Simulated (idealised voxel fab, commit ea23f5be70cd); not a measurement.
Process module name: voxel ribs on slabs
Square cells of 5 nm make up the cross-section cut, whose width is 175 nm.
Throughout this document, each cross-section is represented as a grid of square cells and is presented as a sequence of bands enumerated from the top downward, where a band comprises one or more rows of cells. Band entry format. Leading values: height of top, height of bottom, nm. Remainder: materials in left-to-right order, each with its width in nm. Special words: "full width" on a single material, which then fills the band edge to edge; "blank", empty space. It should be noted that heights are counted from 0, beneath which the wafer as supplied is of one material throughout, and that the lowest band possesses no lower boundary but continues downward, as written in "from 0 down". Think of "30->40" as a width that walks from the first number to the second as you go down the band, top row to bottom row, taking equal-sized steps from row to row. A step reported as "nothing changed" is a step in which no cell of the cross-section changed. Each empty space that has no open way to the top and spans at least 8 cells appears under "Enclosed internal cavities" as width x height at distance, the distance counted from the left edge, all in nm. On each step's line, the part that comes after the settings is the simulator's own comment on the step. If you see "overlay nm" on a step's line and that step has a mask, it's telling you how far right of where it was planned the mask ended up; a negative number means it went left instead.

These are the steps we planned for the process:
1,RECEIVE,material Si
2,DIRECTIONAL_DEP,material SiO2,thk nm 30
3,DIRECTIONAL_DEP,material SiN,thk nm 20
4,PATTERN,tone cover,mask id RIB,material resist,width nm 20,thk nm 20,overlay nm 0
5,DIRECTIONAL_ETCH,etch materials SiN,depth nm 15
6,STRIP,etch materials resist
7,PATTERN,tone cover,mask id SLAB,material resist,width nm 60,thk nm 20,overlay nm 0
8,DIRECTIONAL_ETCH,etch materials SiN,depth nm 5
9,STRIP,etch materials resist
10,FILL_DEP,material SiO2,thk nm 15
11,CMP,height nm 60
12,DIRECTIONAL_DEP,material TiN,thk nm 10
13,DIRECTIONAL_DEP,material aC,thk nm 10
14,PATTERN,tone cover,mask id HEATER,material resist,width nm 30,thk nm 25,overlay nm 0
15,DIRECTIONAL_ETCH,etch materials aC,depth nm 10
16,STRIP,etch materials resist
17,DIRECTIONAL_ETCH,etch materials TiN,depth nm 10
18,STRIP,etch materials aC
19,CONFORMAL_DEP,material SiN,thk nm 5

Wafer cross-section on receipt, i.e. after step 1:
	from 0 down  Si full width
	Enclosed internal cavities: none

Cross-section, end of module. Start: as above. Plan: as above. Execution: one mistake:
	from 75 to 70  blank=65  SiN=40  blank=70
	from 70 to 65  blank=65  SiN=5  TiN=30  SiN=5  blank=70
	from 65 to 60  SiN=70  TiN=30  SiN=75
	from 60 to 20  SiO2 full width
	from 20 to 0  SiN full width
	from 0 down  Si full width
	Enclosed internal cavities: none
Misprocessing identified: note: step 2 <-> step 3, run order reversed vs plan
